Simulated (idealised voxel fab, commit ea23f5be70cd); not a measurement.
process module | voxel self aligned contacts
cross-section cut | 285 nm wide | cells 5 nm
A cross-section is a grid of square cells, given in bands from the top down. A band is one or more rows of cells.
Each band's line starts with the height of the band's top and of its bottom, in nm. Then come its materials from left to right, each with its width in nm. One material with "throughout" fills the band from edge to edge. "air" is empty space.
Height 0 is the level under which the wafer as received is all one material. The lowest band goes on downwards, as in "0 down".
A width such as "30 to 40" changes by the same amount from each row of cells to the next, from the band's top row to its bottom row.
"no change" after a step means that no cell of the cross-section changed.
closed voids: empty space of 8 cells or more with no open way to the top, each as width x height at its distance from the left edge, in nm
after a step's settings: what the simulator itself notes on the step
overlay nm, on a step with a mask: how far to the right of its planned place the mask lay; to the left if negative
plan
1 op RECEIVE | material Si
2 op CONFORMAL_DEP | material SiO2 | thk nm 5
3 op DIRECTIONAL_DEP | material polySi | thk nm 25
4 op DIRECTIONAL_DEP | material SiN | thk nm 15
5 op DIRECTIONAL_DEP | material aC | thk nm 15
6 op PATTERN | tone cover | mask id GATE | material resist | width nm 25 | pitch nm 60 | thk nm 30 | overlay nm 0
7 op DIRECTIONAL_ETCH | etch materials aC | depth nm 15
8 op STRIP | etch materials resist
9 op DIRECTIONAL_ETCH | etch materials SiN | depth nm 15
10 op DIRECTIONAL_ETCH | etch materials polySi | depth nm 25
11 op STRIP | etch materials aC
12 op CONFORMAL_DEP | material SiN | thk nm 5
13 op DIRECTIONAL_ETCH | etch materials SiN | depth nm 5
14 op FILL_DEP | material SiO2 | thk nm 15
15 op CMP | height nm 55
16 op DIRECTIONAL_DEP | material aC | thk nm 15
17 op PATTERN | tone open | mask id CONTACT | material resist | width nm 45 | pitch nm 60 | thk nm 35 | overlay nm 0
18 op DIRECTIONAL_ETCH | etch materials aC | depth nm 15
19 op STRIP | etch materials resist
20 op DIRECTIONAL_ETCH | etch materials SiO2 | depth nm 55
21 op STRIP | etch materials aC
22 op CONFORMAL_DEP | material TiN | thk nm 5
23 op FILL_DEP | material Ru | thk nm 5
24 op CMP | height nm 55
25 op CONFORMAL_DEP | material SiCN | thk nm 5
varied across the wafers: width nm of step 6. The plan shows the first wafer's value. All wafers start alike
first wafer as received, after step 1
  0 down: Si throughout
  closed voids: none
each wafer at the end: cells of each material gained (+) or lost (-) since it was received, then its closed voids
width nm 25 | +68 Ru | +57 SiCN | +93 SiN | +333 SiO2 | +58 TiN | +75 polySi | closed voids: none
width nm 30 | +50 Ru | +57 SiCN | +102 SiN | +327 SiO2 | +58 TiN | +90 polySi | closed voids: none
width nm 35 | +32 Ru | +57 SiCN | +111 SiN | +321 SiO2 | +58 TiN | +105 polySi | closed voids: none
width nm 40 | +14 Ru | +57 SiCN | +120 SiN | +315 SiO2 | +58 TiN | +120 polySi | closed voids: none
width nm 45 | +14 Ru | +57 SiCN | +129 SiN | +309 SiO2 | +40 TiN | +135 polySi | closed voids: none
